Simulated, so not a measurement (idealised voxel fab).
process module | voxel lift off
cross-section cut | 225 nm wide | cells 5 nm
A cross-section is a grid of square cells, given in bands from the top down. A band is one or more rows of cells.
Each band's line starts with the height of the band's top and of its bottom, in nm. Then come its materials from left to right, each with its width in nm. One material with "throughout" fills the band from edge to edge. "air" is empty space.
Height 0 is the level under which the wafer as received is all one material. The lowest band goes on downwards, as in "0 down".
A width such as "30 to 40" changes by the same amount from each row of cells to the next, from the band's top row to its bottom row.
"no change" after a step means that no cell of the cross-section changed.
closed voids: empty space of 8 cells or more with no open way to the top, each as width x height at its distance from the left edge, in nm
after a step's settings: what the simulator itself notes on the step
overlay nm, on a step with a mask: how far to the right of its planned place the mask lay; to the left if negative
Each pair below shows a cross-section before one step and the cross-section after it, down to the lowest band that changed. The line under each pair gives the step between them, with its settings. The pairs can come from different runs of this module on the same starting wafer, so a pair continues from the pair above only where its "before" says so.
before
  0 down: Si throughout
  closed voids: none
after
  15 to 0: Al2O3 throughout
  below 0: unchanged
  closed voids: none
the step between: op CONFORMAL_DEP | material Al2O3 | thk nm 15
before: the cross-section after the pair above
after
  40 to 15: resist 80 | air 25 | resist 15 | air 25 | resist 80
  below 15: unchanged
  closed voids: none
the step between: op PATTERN | tone open | mask id LINES | material resist | width nm 25 | pitch nm 40 | thk nm 25 | overlay nm 0
before: the cross-section after the pair above
after
  55 to 40: Ru 80 | air 25 | Ru 15 | air 25 | Ru 80
  40 to 30: resist 80 | air 25 | resist 15 | air 25 | resist 80
  30 to 15: resist 80 | Ru 25 | resist 15 | Ru 25 | resist 80
  below 15: unchanged
  closed voids: none
the step between: op DIRECTIONAL_DEP | material Ru | thk nm 15
before: the cross-section after the pair above
after
  30 to 15: air 80 | Ru 25 | air 15 | Ru 25 | air 80
  below 15: unchanged
  closed voids: none
the step between: op STRIP | etch materials resist
before: the cross-section after the pair above
after
  35 to 30: air 75 | SiN 35 | air 5 | SiN 35 | air 75
  30 to 20: air 75 | SiN 5 | Ru 25 | SiN 5 | air 5 | SiN 5 | Ru 25 | SiN 5 | air 75
  20 to 15: SiN 80 | Ru 25 | SiN 15 | Ru 25 | SiN 80
  below 15: unchanged
  closed voids: none
the step between: op CONFORMAL_DEP | material SiN | thk nm 5
before
  40 to 15: resist 80 | air 25 | resist 15 | air 25 | resist 80
  15 to 0: Al2O3 throughout
  0 down: Si throughout
  closed voids: none
after
  15 to 0: Al2O3 throughout
  below 0: unchanged
  closed voids: none
the step between: op STRIP | etch materials resist
before: the cross-section after the pair above
after
  20 to 15: SiN throughout
  below 15: unchanged
  closed voids: none
the step between: op CONFORMAL_DEP | material SiN | thk nm 5
before
  15 to 0: Al2O3 throughout
  0 down: Si throughout
  closed voids: none
after
  30 to 0: Al2O3 throughout
  below 0: unchanged
  closed voids: none
the step between: op CONFORMAL_DEP | material Al2O3 | thk nm 15
before: the cross-section after the pair above
after
  55 to 30: resist 80 | air 25 | resist 15 | air 25 | resist 80
  below 30: unchanged
  closed voids: none
the step between: op PATTERN | tone open | mask id LINES | material resist | width nm 25 | pitch nm 40 | thk nm 25 | overlay nm 0
before: the cross-section after the pair above
after
  70 to 55: Ru 80 | air 25 | Ru 15 | air 25 | Ru 80
  55 to 45: resist 80 | air 25 | resist 15 | air 25 | resist 80
  45 to 30: resist 80 | Ru 25 | resist 15 | Ru 25 | resist 80
  below 30: unchanged
  closed voids: none
the step between: op DIRECTIONAL_DEP | material Ru | thk nm 15
before: the cross-section after the pair above
after
  45 to 30: air 80 | Ru 25 | air 15 | Ru 25 | air 80
  below 30: unchanged
  closed voids: none
the step between: op STRIP | etch materials resist
before: the cross-section after the pair above
after
  50 to 45: air 75 | SiN 35 | air 5 | SiN 35 | air 75
  45 to 35: air 75 | SiN 5 | Ru 25 | SiN 5 | air 5 | SiN 5 | Ru 25 | SiN 5 | air 75
  35 to 30: SiN 80 | Ru 25 | SiN 15 | Ru 25 | SiN 80
  below 30: unchanged
  closed voids: none
the step between: op CONFORMAL_DEP | material SiN | thk nm 5
before
  40 to 15: resist 80 | air 25 | resist 15 | air 25 | resist 80
  15 to 0: Al2O3 throughout
  0 down: Si throughout
  closed voids: none
after
  60 to 40: Ru 80 | air 25 | Ru 15 | air 25 | Ru 80
  40 to 35: resist 80 | air 25 | resist 15 | air 25 | resist 80
  35 to 15: resist 80 | Ru 25 | resist 15 | Ru 25 | resist 80
  below 15: unchanged
  closed voids: none
the step between: op DIRECTIONAL_DEP | material Ru | thk nm 20
before: the cross-section after the pair above
after
  35 to 15: air 80 | Ru 25 | air 15 | Ru 25 | air 80
  below 15: unchanged
  closed voids: none
the step between: op STRIP | etch materials resist
before: the cross-section after the pair above
after
  40 to 35: air 75 | SiN 35 | air 5 | SiN 35 | air 75
  35 to 20: air 75 | SiN 5 | Ru 25 | SiN 5 | air 5 | SiN 5 | Ru 25 | SiN 5 | air 75
  20 to 15: SiN 80 | Ru 25 | SiN 15 | Ru 25 | SiN 80
  below 15: unchanged
  closed voids: none
the step between: op CONFORMAL_DEP | material SiN | thk nm 5
before
  15 to 0: Al2O3 throughout
  0 down: Si throughout
  closed voids: none
after
  40 to 15: resist 85 | air 15 | resist 25 | air 15 | resist 85
  below 15: unchanged
  closed voids: none
the step between: op PATTERN | tone open | mask id LINES | material resist | width nm 15 | pitch nm 40 | thk nm 25 | overlay nm 0
before: the cross-section after the pair above
after
  55 to 40: Ru 85 | air 15 | Ru 25 | air 15 | Ru 85
  40 to 30: resist 85 | air 15 | resist 25 | air 15 | resist 85
  30 to 15: resist 85 | Ru 15 | resist 25 | Ru 15 | resist 85
  below 15: unchanged
  closed voids: none
the step between: op DIRECTIONAL_DEP | material Ru | thk nm 15
before: the cross-section after the pair above
after
  30 to 15: air 85 | Ru 15 | air 25 | Ru 15 | air 85
  below 15: unchanged
  closed voids: none
the step between: op STRIP | etch materials resist
before: the cross-section after the pair above
after
  35 to 30: air 80 | SiN 25 | air 15 | SiN 25 | air 80
  30 to 20: air 80 | SiN 5 | Ru 15 | SiN 5 | air 15 | SiN 5 | Ru 15 | SiN 5 | air 80
  20 to 15: SiN 85 | Ru 15 | SiN 25 | Ru 15 | SiN 85
  below 15: unchanged
  closed voids: none
the step between: op CONFORMAL_DEP | material SiN | thk nm 5
before
  15 to 0: Al2O3 throughout
  0 down: Si throughout
  closed voids: none
after
  40 to 15: resist 70 | air 25 | resist 15 | air 25 | resist 90
  below 15: unchanged
  closed voids: none
the step between: op PATTERN | tone open | mask id LINES | material resist | width nm 25 | pitch nm 40 | thk nm 25 | overlay nm -10
before: the cross-section after the pair above
after
  55 to 40: Ru 70 | air 25 | Ru 15 | air 25 | Ru 90
  40 to 30: resist 70 | air 25 | resist 15 | air 25 | resist 90
  30 to 15: resist 70 | Ru 25 | resist 15 | Ru 25 | resist 90
  below 15: unchanged
  closed voids: none
the step between: op DIRECTIONAL_DEP | material Ru | thk nm 15
before: the cross-section after the pair above
after
  30 to 15: air 70 | Ru 25 | air 15 | Ru 25 | air 90
  below 15: unchanged
  closed voids: none
the step between: op STRIP | etch materials resist
before: the cross-section after the pair above
after
  35 to 30: air 65 | SiN 35 | air 5 | SiN 35 | air 85
  30 to 20: air 65 | SiN 5 | Ru 25 | SiN 5 | air 5 | SiN 5 | Ru 25 | SiN 5 | air 85
  20 to 15: SiN 70 | Ru 25 | SiN 15 | Ru 25 | SiN 90
  below 15: unchanged
  closed voids: none
the step between: op CONFORMAL_DEP | material SiN | thk nm 5
before
  30 to 15: air 80 | Ru 25 | air 15 | Ru 25 | air 80
  15 to 0: Al2O3 throughout
  0 down: Si throughout
  closed voids: none
after
  35 to 30: air 75 | Al2O3 35 | air 5 | Al2O3 35 | air 75
  30 to 20: air 75 | Al2O3 5 | Ru 25 | Al2O3 5 | air 5 | Al2O3 5 | Ru 25 | Al2O3 5 | air 75
  20 to 15: Al2O3 80 | Ru 25 | Al2O3 15 | Ru 25 | Al2O3 80
  below 15: unchanged
  closed voids: none
the step between: op CONFORMAL_DEP | material Al2O3 | thk nm 5
before
  15 to 0: Al2O3 throughout
  0 down: Si throughout
  closed voids: none
after
  40 to 15: air 80 | resist 25 | air 15 | resist 25 | air 80
  below 15: unchanged
  closed voids: none
the step between: op PATTERN | tone cover | mask id LINES | material resist | width nm 25 | pitch nm 40 | thk nm 25 | overlay nm 0
before: the cross-section after the pair above
after
  55 to 40: air 80 | Ru 25 | air 15 | Ru 25 | air 80
  40 to 30: air 80 | resist 25 | air 15 | resist 25 | air 80
  30 to 15: Ru 80 | resist 25 | Ru 15 | resist 25 | Ru 80
  below 15: unchanged
  closed voids: none
the step between: op DIRECTIONAL_DEP | material Ru | thk nm 15
before: the cross-section after the pair above
after
  30 to 15: Ru 80 | air 25 | Ru 15 | air 25 | Ru 80
  below 15: unchanged
  closed voids: none
the step between: op STRIP | etch materials resist
before: the cross-section after the pair above
after
  35 to 30: SiN 85 | air 15 | SiN 25 | air 15 | SiN 85
  30 to 20: Ru 80 | SiN 5 | air 15 | SiN 5 | Ru 15 | SiN 5 | air 15 | SiN 5 | Ru 80
  20 to 15: Ru 80 | SiN 25 | Ru 15 | SiN 25 | Ru 80
  below 15: unchanged
  closed voids: none
the step between: op CONFORMAL_DEP | material SiN | thk nm 5
